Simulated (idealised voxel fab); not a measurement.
Module name: voxel wiring stack (process module)
cross-section cut | 240 nm wide | cells 5 nm
Cross-section spec: square-cell grid; bands listed top down; each band is one or more rows.
Each band's line starts with the height of the band's top and of its bottom, in nm. Then come its materials from left to right, each with its width in nm. One material with "everywhere" fills the band from edge to edge. "air" is empty space.
Note: height 0 marks the level under which the wafer is uniformly one material as received. Lowest band unbounded below, written "0 nm and below".
Width "30->40": first value at the band's top row of cells, second value at its bottom row, equal change from row to row.
The cross-section has no changed cell in any step marked "same as before".
Closed empty spaces (no open way to the top) of 8 cells or more are what "Non-vented voids" lists, each as width x height at distance from the left edge, nm for all three.
That trailing text on a step's line, after the settings, is the simulator's own remark on the step.
"overlay nm" on a masked step: distance the mask lay right of its planned place, negative for left.

-- Here's what the planned process steps look like
1. op RECEIVE | material Si
2. op CONFORMAL_DEP | material SiO2 | thk nm 15
3. op CONFORMAL_DEP | material SiN | thk nm 5
4. op DIRECTIONAL_DEP | material lowk | thk nm 20
5. op PATTERN | tone open | mask id METAL_1 | material resist | width nm 30 | pitch nm 45 | thk nm 15 | overlay nm 0
6. op DIRECTIONAL_ETCH | etch materials lowk | depth nm 20
7. op DIRECTIONAL_ETCH | etch materials SiN | depth nm 5
8. op STRIP | etch materials resist
9. op CONFORMAL_DEP | material TiN | thk nm 5
10. op FILL_DEP | material Cu | thk nm 5
11. op CMP | height nm 40
12. op CONFORMAL_DEP | material SiCN | thk nm 5
13. op DIRECTIONAL_DEP | material lowk | thk nm 20
14. op MASKED_ETCH | tone open | mask id PLUG_1 | width nm 15 | pitch nm 45 | etch materials lowk | depth nm 20 | overlay nm 0
15. op MASKED_ETCH | tone open | mask id PLUG_1 | width nm 15 | pitch nm 45 | etch materials SiCN | depth nm 5 | overlay nm 0
16. op CONFORMAL_DEP | material TiN | thk nm 5
17. op FILL_DEP | material Cu | thk nm 5
18. op CMP | height nm 65
19. op CONFORMAL_DEP | material SiCN | thk nm 5
20. op DIRECTIONAL_DEP | material lowk | thk nm 20
21. op DIRECTIONAL_DEP | material aC | thk nm 5
22. op PATTERN | tone open | mask id METAL_2 | material resist | width nm 30 | pitch nm 45 | thk nm 35 | overlay nm 0
23. op DIRECTIONAL_ETCH | etch materials aC | depth nm 15
24. op STRIP | etch materials resist
25. op DIRECTIONAL_ETCH | etch materials lowk | depth nm 20
26. op DIRECTIONAL_ETCH | etch materials SiCN | depth nm 5
27. op STRIP | etch materials aC
28. op CONFORMAL_DEP | material TiN | thk nm 5
29. op FILL_DEP | material W | thk nm 5
30. op CMP | height nm 90
31. op EPI | material Ru | thk nm 5
32. op FILL_DEP | material SiCN | thk nm 5
33. op DIRECTIONAL_DEP | material lowk | thk nm 35
34. op PATTERN | tone open | mask id METAL_3 | material resist | width nm 30 | pitch nm 45 | thk nm 20 | overlay nm 0
35. op DIRECTIONAL_ETCH | etch materials lowk | depth nm 20
36. op STRIP | etch materials resist
37. op MASKED_ETCH | tone open | mask id METAL_3_HOLES | width nm 15 | pitch nm 45 | etch materials lowk | depth nm 15 | overlay nm 0
38. op MASKED_ETCH | tone open | mask id METAL_3_HOLES | width nm 15 | pitch nm 45 | etch materials SiCN | depth nm 5 | overlay nm 0
39. op CONFORMAL_DEP | material TiN | thk nm 5
40. op FILL_DEP | material Cu | thk nm 5
41. op CMP | height nm 135
42. op CONFORMAL_DEP | material SiCN | thk nm 5
The plan shows the thk nm of step 21 as the first wafer had it; this setting differs between the wafers, which start out alike.

-- Here's the first of the wafers in cross-section, just as we got it, i.e. after step 1
    0 nm and below: Si everywhere
    Non-vented voids: none

-- first wafer at the end, after step 42
    140 nm to 135 nm: SiCN everywhere
    135 nm to 120 nm: lowk: 35, then TiN: 5, then Cu: 20, then TiN: 5, then lowk: 15, then TiN: 5, then Cu: 20, then TiN: 5, then lowk: 15, then TiN: 5, then Cu: 20, then TiN: 5, then lowk: 15, then TiN: 5, then Cu: 20, then TiN: 5, then lowk: 40
    120 nm to 115 nm: lowk: 35, then TiN: 5, then Cu: 5, then TiN: 20, then lowk: 15, then TiN: 5, then Cu: 5, then TiN: 20, then lowk: 15, then TiN: 5, then Cu: 5, then TiN: 20, then lowk: 15, then TiN: 5, then Cu: 5, then TiN: 20, then lowk: 40
    115 nm to 100 nm: lowk: 35, then TiN: 5, then Cu: 5, then TiN: 5, then lowk: 30, then TiN: 5, then Cu: 5, then TiN: 5, then lowk: 30, then TiN: 5, then Cu: 5, then TiN: 5, then lowk: 30, then TiN: 5, then Cu: 5, then TiN: 5, then lowk: 55
    100 nm to 95 nm: SiCN: 35, then TiN: 15, then SiCN: 30, then TiN: 15, then SiCN: 30, then TiN: 15, then SiCN: 30, then TiN: 15, then SiCN: 55
    95 nm to 90 nm: SiCN: 30, then Ru: 40, then SiCN: 5, then Ru: 40, then SiCN: 5, then Ru: 40, then SiCN: 5, then Ru: 40, then SiCN: 35
    90 nm to 70 nm: lowk: 35, then TiN: 5, then W: 20, then TiN: 5, then lowk: 15, then TiN: 5, then W: 20, then TiN: 5, then lowk: 15, then TiN: 5, then W: 20, then TiN: 5, then lowk: 15, then TiN: 5, then W: 20, then TiN: 5, then lowk: 40
    70 nm to 65 nm: SiCN: 35, then TiN: 30, then SiCN: 15, then TiN: 30, then SiCN: 15, then TiN: 30, then SiCN: 15, then TiN: 30, then SiCN: 40
    65 nm to 45 nm: lowk: 35, then TiN: 5, then Cu: 5, then TiN: 5, then lowk: 30, then TiN: 5, then Cu: 5, then TiN: 5, then lowk: 30, then TiN: 5, then Cu: 5, then TiN: 5, then lowk: 30, then TiN: 5, then Cu: 5, then TiN: 5, then lowk: 55
    45 nm to 40 nm: SiCN: 35, then TiN: 15, then SiCN: 30, then TiN: 15, then SiCN: 30, then TiN: 15, then SiCN: 30, then TiN: 15, then SiCN: 55
    40 nm to 20 nm: lowk: 35, then TiN: 5, then Cu: 20, then TiN: 5, then lowk: 15, then TiN: 5, then Cu: 20, then TiN: 5, then lowk: 15, then TiN: 5, then Cu: 20, then TiN: 5, then lowk: 15, then TiN: 5, then Cu: 20, then TiN: 5, then lowk: 40
    20 nm to 15 nm: SiN: 35, then TiN: 30, then SiN: 15, then TiN: 30, then SiN: 15, then TiN: 30, then SiN: 15, then TiN: 30, then SiN: 40
    15 nm to 0 nm: SiO2 everywhere
    0 nm and below: Si everywhere
    Non-vented voids: none

-- So this is the cross-section on the last wafer at the end of the module
    140 nm to 135 nm: SiCN everywhere
    135 nm to 130 nm: TiN: 40, then Cu: 20, then TiN: 25, then Cu: 20, then TiN: 25, then Cu: 20, then TiN: 25, then Cu: 20, then TiN: 45
    130 nm to 115 nm: lowk: 35, then TiN: 5, then Cu: 20, then TiN: 5, then lowk: 15, then TiN: 5, then Cu: 20, then TiN: 5, then lowk: 15, then TiN: 5, then Cu: 20, then TiN: 5, then lowk: 15, then TiN: 5, then Cu: 20, then TiN: 5, then lowk: 40
    115 nm to 110 nm: lowk: 35, then TiN: 5, then Cu: 5, then TiN: 20, then lowk: 15, then TiN: 5, then Cu: 5, then TiN: 20, then lowk: 15, then TiN: 5, then Cu: 5, then TiN: 20, then lowk: 15, then TiN: 5, then Cu: 5, then TiN: 20, then lowk: 40
    110 nm to 95 nm: lowk: 35, then TiN: 5, then Cu: 5, then TiN: 5, then lowk: 30, then TiN: 5, then Cu: 5, then TiN: 5, then lowk: 30, then TiN: 5, then Cu: 5, then TiN: 5, then lowk: 30, then TiN: 5, then Cu: 5, then TiN: 5, then lowk: 55
    95 nm to 90 nm: SiCN: 35, then TiN: 15, then SiCN: 30, then TiN: 15, then SiCN: 30, then TiN: 15, then SiCN: 30, then TiN: 15, then SiCN: 55
    90 nm to 70 nm: lowk everywhere
    70 nm to 65 nm: SiCN everywhere
    65 nm to 45 nm: lowk: 35, then TiN: 5, then Cu: 5, then TiN: 5, then lowk: 30, then TiN: 5, then Cu: 5, then TiN: 5, then lowk: 30, then TiN: 5, then Cu: 5, then TiN: 5, then lowk: 30, then TiN: 5, then Cu: 5, then TiN: 5, then lowk: 55
    45 nm to 40 nm: SiCN: 35, then TiN: 15, then SiCN: 30, then TiN: 15, then SiCN: 30, then TiN: 15, then SiCN: 30, then TiN: 15, then SiCN: 55
    40 nm to 20 nm: lowk: 35, then TiN: 5, then Cu: 20, then TiN: 5, then lowk: 15, then TiN: 5, then Cu: 20, then TiN: 5, then lowk: 15, then TiN: 5, then Cu: 20, then TiN: 5, then lowk: 15, then TiN: 5, then Cu: 20, then TiN: 5, then lowk: 40
    20 nm to 15 nm: SiN: 35, then TiN: 30, then SiN: 15, then TiN: 30, then SiN: 15, then TiN: 30, then SiN: 15, then TiN: 30, then SiN: 40
    15 nm to 0 nm: SiO2 everywhere
    0 nm and below: Si everywhere
    Non-vented voids: none

-- The following table contains a row per wafer, in which are reported, at the conclusion of the module, the cells of each material gained (+) or lost (-) since the wafer's receipt, with its closed voids given thereafter
thk nm 5 | +144 Cu | +32 Ru | +160 SiCN | +24 SiN | +144 SiO2 | +236 TiN | +64 W | +540 lowk | Non-vented voids: none
thk nm 10 | +144 Cu | +32 Ru | +160 SiCN | +24 SiN | +144 SiO2 | +236 TiN | +64 W | +540 lowk | Non-vented voids: none
thk nm 15 | +144 Cu | +32 Ru | +160 SiCN | +24 SiN | +144 SiO2 | +236 TiN | +64 W | +540 lowk | Non-vented voids: none
thk nm 20 | +160 Cu | +168 SiCN | +24 SiN | +144 SiO2 | +212 TiN | +636 lowk | Non-vented voids: none
thk nm 25 | +160 Cu | +168 SiCN | +24 SiN | +144 SiO2 | +212 TiN | +636 lowk | Non-vented voids: none
thk nm 30 | +160 Cu | +168 SiCN | +24 SiN | +144 SiO2 | +212 TiN | +636 lowk | Non-vented voids: none
